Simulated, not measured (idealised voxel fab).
Presented below is a process module, voxel fin reveal.
Section cut is 270 nm wide and gridded with 5 nm square cells.
Each cross-section below is a grid of square cells, stated as bands in top-down order, with one or more rows of cells making up each band.
A band entry consists of two parts. The first gives the height of the band's top and the height of its bottom, in nm. The rest lists the band's materials from left to right, each with its width in nm. A single material labelled with the word "everywhere" fills the band from edge to edge, and the word "air" marks empty space.
Heights are reckoned from 0. Under this level, the received wafer is all of one material. The bottommost band is open-ended downward, for example "0 and below".
So if you see something like "30..40" for the width, read it as the top row of the band sitting at the first number and the bottom row at the second, with every row in between moving by the same amount as the last.
"changes: none", as given for a step, is the statement that not any cell of the cross-section underwent a change during that step.
"Enclosed void inventory" enumerates empty spaces isolated from the top, with no open way to it, that contain at least 8 cells, giving each as width x height at distance from the left edge, all three in nm.
Anything after a step's settings on that line? It's the simulator's own note about the step.
You can add "overlay nm" to a step's line. For a step with a mask, it describes how far the mask lay to the right of its planned position, and a negative number describes a lay to the left.

-- These are the steps we planned for the process
step 1: RECEIVE,material Si
step 2: CONFORMAL_DEP,material SiN,thk nm 5
step 3: MASKED_ETCH,tone cover,mask id FINS,width nm 15,pitch nm 40,etch materials SiN,depth nm 5,overlay nm 0
step 4: MASKED_ETCH,tone cover,mask id FINS,width nm 15,pitch nm 40,etch materials Si,depth nm 40,overlay nm 0
step 5: OXIDIZE,depth nm 5
step 6: FILL_DEP,material SiO2,thk nm 10
step 7: CMP,height nm 5
step 8: SELECTIVE_ETCH,etch materials SiO2,depth nm 20
step 9: STRIP,etch materials SiN
step 10: CONFORMAL_DEP,material HfO2,thk nm 5

-- Cross-section of the wafer as it came to us, i.e., already through step 1
- 0 and below: Si everywhere
- Enclosed void inventory: none

-- What the wafer looks like in cross-section after this module, when it starts as shown above and follows the plan above but one mistake is made in running it
- 10 down to 0: HfO2 everywhere
- 0 and below: Si everywhere
- Enclosed void inventory: none
What was done differently from what was planned? off-plan run, step 2, actual operation and settings CONFORMAL_DEP,material HfO2,thk nm 5
